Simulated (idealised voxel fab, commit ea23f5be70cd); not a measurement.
The following process module bears the name voxel air gaps.
Cross-section cut spans 210 nm and uses square cells 5 nm in size.
Cross-section layout: square cells on a grid; listed as bands, top to bottom; a band spans one or more cell rows.
Band: top height; bottom height; in nm. Then, left to right: material with width in nm, for each material. "all across": a single material spanning edge to edge. "empty": empty space.
Note: height 0 marks the level under which the wafer is uniformly one material as received. Lowest band unbounded below, written "0 -> down".
Read "30->40" as a graded width: first number on top, second number at the bottom, same change between each pair of neighbouring rows.
"no change" -> step changed no cross-section cell.
This entry, "Completely enclosed voids", enumerates those empty regions of no fewer than 8 cells that possess no open connection to the top. Each region is reported in the form width x height at distance, the distance being taken from the left edge, with all three quantities expressed in nm.
Where a step's line continues beyond its settings, the continuation is a remark by the simulator itself on that step.
A step's line can hold "overlay nm"; with a mask on that step, the setting says how far right of the planned place the mask lay, while a negative setting says it lay to the left.
Layout of what follows: cross-section pairs, each bracketing one process step, the after cross-section shown only to the lowest band that changed, the step between and its settings noted under each pair. Pairs may originate in different runs of this module on the same starting wafer; a pair continues from the pair above only where its entry headed "Structure before processing" says so.

Structure before processing
- 60 -> 50: empty 45, then Ru 35, then empty 5, then Ru 35, then empty 5, then Ru 35, then empty 50
- 50 -> 20: SiO2 55, then TiN 5, then Ru 5, then TiN 5, then SiO2 25, then TiN 5, then Ru 5, then TiN 5, then SiO2 25, then TiN 5, then Ru 5, then TiN 5, then SiO2 60
- 20 -> 15: SiO2 55, then TiN 15, then SiO2 25, then TiN 15, then SiO2 25, then TiN 15, then SiO2 60
- 15 -> 10: SiCN all across
- 10 -> 0: SiO2 all across
- 0 -> down: Si all across
- Completely enclosed voids: none

Sectional View, Post-Process
- 60 -> 50: empty 45, then Ru 35, then empty 5, then Ru 35, then empty 5, then Ru 35, then empty 50
- 50 -> 20: empty 55, then TiN 5, then Ru 5, then TiN 5, then empty 25, then TiN 5, then Ru 5, then TiN 5, then empty 25, then TiN 5, then Ru 5, then TiN 5, then empty 60
- 20 -> 15: empty 55, then TiN 15, then empty 25, then TiN 15, then empty 25, then TiN 15, then empty 60
- Everything below 15 is unchanged.
- Completely enclosed voids: none
Quick note on the step between the two cross-sections above: SELECTIVE_ETCH [etch materials SiO2] [depth nm 45]

Structure before processing: The pre-step condition corresponds to the post-step cross-section depicted in the pair directly above.

Sectional View, Post-Process
- 65 -> 60: empty 40, then SiCN 125, then empty 45
- 60 -> 50: empty 40, then SiCN 5, then Ru 35, then SiCN 5, then Ru 35, then SiCN 5, then Ru 35, then SiCN 5, then empty 45
- 50 -> 45: empty 40, then SiCN 15, then TiN 5, then Ru 5, then TiN 5, then SiCN 25, then TiN 5, then Ru 5, then TiN 5, then SiCN 25, then TiN 5, then Ru 5, then TiN 5, then SiCN 15, then empty 45
- 45 -> 20: empty 50, then SiCN 5, then TiN 5, then Ru 5, then TiN 5, then SiCN 5, then empty 15, then SiCN 5, then TiN 5, then Ru 5, then TiN 5, then SiCN 5, then empty 15, then SiCN 5, then TiN 5, then Ru 5, then TiN 5, then SiCN 5, then empty 55
- 20 -> 15: SiCN 55, then TiN 15, then SiCN 25, then TiN 15, then SiCN 25, then TiN 15, then SiCN 60
- Everything below 15 is unchanged.
- Completely enclosed voids: 15 x 25 at 75; 15 x 25 at 115
Quick note on the step between the two cross-sections above: CONFORMAL_DEP [material SiCN] [thk nm 5]

Structure before processing
- 50 -> 15: SiO2 all across
- 15 -> 10: SiCN all across
- 10 -> 0: SiO2 all across
- 0 -> down: Si all across
- Completely enclosed voids: none

Sectional View, Post-Process
- 65 -> 50: empty 55, then resist 15, then empty 25, then resist 15, then empty 25, then resist 15, then empty 60
- Everything below 50 is unchanged.
- Completely enclosed voids: none
Quick note on the step between the two cross-sections above: PATTERN [tone cover] [mask id LINES] [material resist] [width nm 15] [pitch nm 40] [thk nm 15] [overlay nm 0]

Structure before processing: The pre-step condition corresponds to the post-step cross-section depicted in the pair directly above.

Sectional View, Post-Process
- 65 -> 50: empty 55, then resist 15, then empty 25, then resist 15, then empty 25, then resist 15, then empty 60
- 50 -> 15: empty 55, then SiO2 15, then empty 25, then SiO2 15, then empty 25, then SiO2 15, then empty 60
- Everything below 15 is unchanged.
- Completely enclosed voids: none
Quick note on the step between the two cross-sections above: DIRECTIONAL_ETCH [etch materials SiO2] [depth nm 35]

Structure before processing: The pre-step condition corresponds to the post-step cross-section depicted in the pair directly above.

Sectional View, Post-Process
- 50 -> 15: empty 55, then SiO2 15, then empty 25, then SiO2 15, then empty 25, then SiO2 15, then empty 60
- Everything below 15 is unchanged.
- Completely enclosed voids: none
Quick note on the step between the two cross-sections above: STRIP [etch materials resist]

Structure before processing: The pre-step condition corresponds to the post-step cross-section depicted in the pair directly above.

Sectional View, Post-Process
- 55 -> 50: empty 50, then TiN 25, then empty 15, then TiN 25, then empty 15, then TiN 25, then empty 55
- 50 -> 20: empty 50, then TiN 5, then SiO2 15, then TiN 5, then empty 15, then TiN 5, then SiO2 15, then TiN 5, then empty 15, then TiN 5, then SiO2 15, then TiN 5, then empty 55
- 20 -> 15: TiN 55, then SiO2 15, then TiN 25, then SiO2 15, then TiN 25, then SiO2 15, then TiN 60
- Everything below 15 is unchanged.
- Completely enclosed voids: none
Quick note on the step between the two cross-sections above: CONFORMAL_DEP [material TiN] [thk nm 5]

Structure before processing: The pre-step condition corresponds to the post-step cross-section depicted in the pair directly above.

Sectional View, Post-Process
- 65 -> 55: Cu all across
- 55 -> 50: Cu 50, then TiN 25, then Cu 15, then TiN 25, then Cu 15, then TiN 25, then Cu 55
- 50 -> 20: Cu 50, then TiN 5, then SiO2 15, then TiN 5, then Cu 15, then TiN 5, then SiO2 15, then TiN 5, then Cu 15, then TiN 5, then SiO2 15, then TiN 5, then Cu 55
- Everything below 20 is unchanged.
- Completely enclosed voids: none
Quick note on the step between the two cross-sections above: FILL_DEP [material Cu] [thk nm 10]

Structure before processing: The pre-step condition corresponds to the post-step cross-section depicted in the pair directly above.

Sectional View, Post-Process
- 50 -> 20: Cu 50, then TiN 5, then SiO2 15, then TiN 5, then Cu 15, then TiN 5, then SiO2 15, then TiN 5, then Cu 15, then TiN 5, then SiO2 15, then TiN 5, then Cu 55
- Everything below 20 is unchanged.
- Completely enclosed voids: none
Quick note on the step between the two cross-sections above: CMP [height nm 50]

Structure before processing: The pre-step condition corresponds to the post-step cross-section depicted in the pair directly above.

Sectional View, Post-Process
- 60 -> 50: Ru all across
- Everything below 50 is unchanged.
- Completely enclosed voids: none
Quick note on the step between the two cross-sections above: EPI [material Ru] [thk nm 10]

Structure before processing: The pre-step condition corresponds to the post-step cross-section depicted in the pair directly above.

Sectional View, Post-Process
- 65 -> 60: SiCN all across
- Everything below 60 is unchanged.
- Completely enclosed voids: none
Quick note on the step between the two cross-sections above: CONFORMAL_DEP [material SiCN] [thk nm 5]
